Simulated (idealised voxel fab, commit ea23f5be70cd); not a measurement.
process module | voxel self aligned contacts
cross-section cut | 145 nm wide | cells 5 nm
A cross-section is a grid of square cells, given in bands from the top down. A band is one or more rows of cells.
Each band's line starts with the height of the band's top and of its bottom, in nm. Then come its materials from left to right, each with its width in nm. One material with "throughout" fills the band from edge to edge. "air" is empty space.
Height 0 is the level under which the wafer as received is all one material. The lowest band goes on downwards, as in "0 down".
A width such as "30 to 40" changes by the same amount from each row of cells to the next, from the band's top row to its bottom row.
"no change" after a step means that no cell of the cross-section changed.
closed voids: empty space of 8 cells or more with no open way to the top, each as width x height at its distance from the left edge, in nm
after a step's settings: what the simulator itself notes on the step
overlay nm, on a step with a mask: how far to the right of its planned place the mask lay; to the left if negative
plan
1 op RECEIVE | material Si
2 op CONFORMAL_DEP | material SiO2 | thk nm 5
3 op DIRECTIONAL_DEP | material polySi | thk nm 20
4 op DIRECTIONAL_DEP | material SiN | thk nm 20
5 op PATTERN | tone cover | mask id GATE | material resist | width nm 35 | pitch nm 70 | thk nm 15 | overlay nm 0
6 op DIRECTIONAL_ETCH | etch materials SiN | depth nm 20
7 op DIRECTIONAL_ETCH | etch materials polySi | depth nm 20
8 op STRIP | etch materials resist
9 op CONFORMAL_DEP | material SiN | thk nm 10
10 op DIRECTIONAL_ETCH | etch materials SiN | depth nm 10
11 op FILL_DEP | material SiO2 | thk nm 15
12 op CMP | height nm 55
13 op DIRECTIONAL_DEP | material aC | thk nm 15
14 op PATTERN | tone open | mask id CONTACT | material resist | width nm 55 | thk nm 30 | overlay nm 0
15 op DIRECTIONAL_ETCH | etch materials aC | depth nm 15
16 op STRIP | etch materials resist
17 op DIRECTIONAL_ETCH | etch materials SiO2 | depth nm 45
18 op STRIP | etch materials aC
19 op CONFORMAL_DEP | material TiN | thk nm 5
20 op FILL_DEP | material W | thk nm 10
21 op CMP | height nm 55
22 op CONFORMAL_DEP | material SiN | thk nm 5
varied across the wafers: depth nm of step 17. The plan shows the first wafer's value. All wafers start alike
first wafer as received, after step 1
  0 down: Si throughout
  closed voids: none
first wafer at the end, after step 22
  60 to 55: SiN throughout
  55 to 45: SiO2 45 | TiN 5 to 25 | W 45 to 5 | TiN 5 to 25 | SiO2 45
  45 to 25: SiO2 10 | SiN 55 | TiN 5 | W 5 | TiN 5 | SiN 55 | SiO2 10
  25 to 15: SiO2 10 | SiN 10 | polySi 35 | SiN 10 | TiN 5 | W 5 | TiN 5 | SiN 10 | polySi 35 | SiN 10 | SiO2 10
  15 to 10: SiO2 10 | SiN 10 | polySi 35 | SiN 10 | TiN 15 | SiN 10 | polySi 35 | SiN 10 | SiO2 10
  10 to 5: SiO2 10 | SiN 10 | polySi 35 | SiN 10 | SiO2 15 | SiN 10 | polySi 35 | SiN 10 | SiO2 10
  5 to 0: SiO2 throughout
  0 down: Si throughout
  closed voids: none
last wafer at the end
  60 to 55: SiN throughout
  55 to 45: SiO2 45 | TiN 5 to 25 | W 45 to 5 | TiN 5 to 25 | SiO2 45
  45 to 25: SiO2 10 | SiN 55 | TiN 5 | W 5 | TiN 5 | SiN 55 | SiO2 10
  25 to 5: SiO2 10 | SiN 10 | polySi 35 | SiN 10 | TiN 5 | W 5 | TiN 5 | SiN 10 | polySi 35 | SiN 10 | SiO2 10
  5 to 0: SiO2 65 | TiN 15 | SiO2 65
  0 down: Si throughout
  closed voids: none
each wafer at the end: cells of each material gained (+) or lost (-) since it was received, then its closed voids
depth nm 45 | +149 SiN | +100 SiO2 | +27 TiN | +16 W | +56 polySi | closed voids: none
depth nm 50 | +149 SiN | +97 SiO2 | +29 TiN | +17 W | +56 polySi | closed voids: none
depth nm 55 | +149 SiN | +94 SiO2 | +31 TiN | +18 W | +56 polySi | closed voids: none
depth nm 60 | +149 SiN | +94 SiO2 | +31 TiN | +18 W | +56 polySi | closed voids: none
depth nm 65 | +149 SiN | +94 SiO2 | +31 TiN | +18 W | +56 polySi | closed voids: none
depth nm 70 | +149 SiN | +94 SiO2 | +31 TiN | +18 W | +56 polySi | closed voids: none
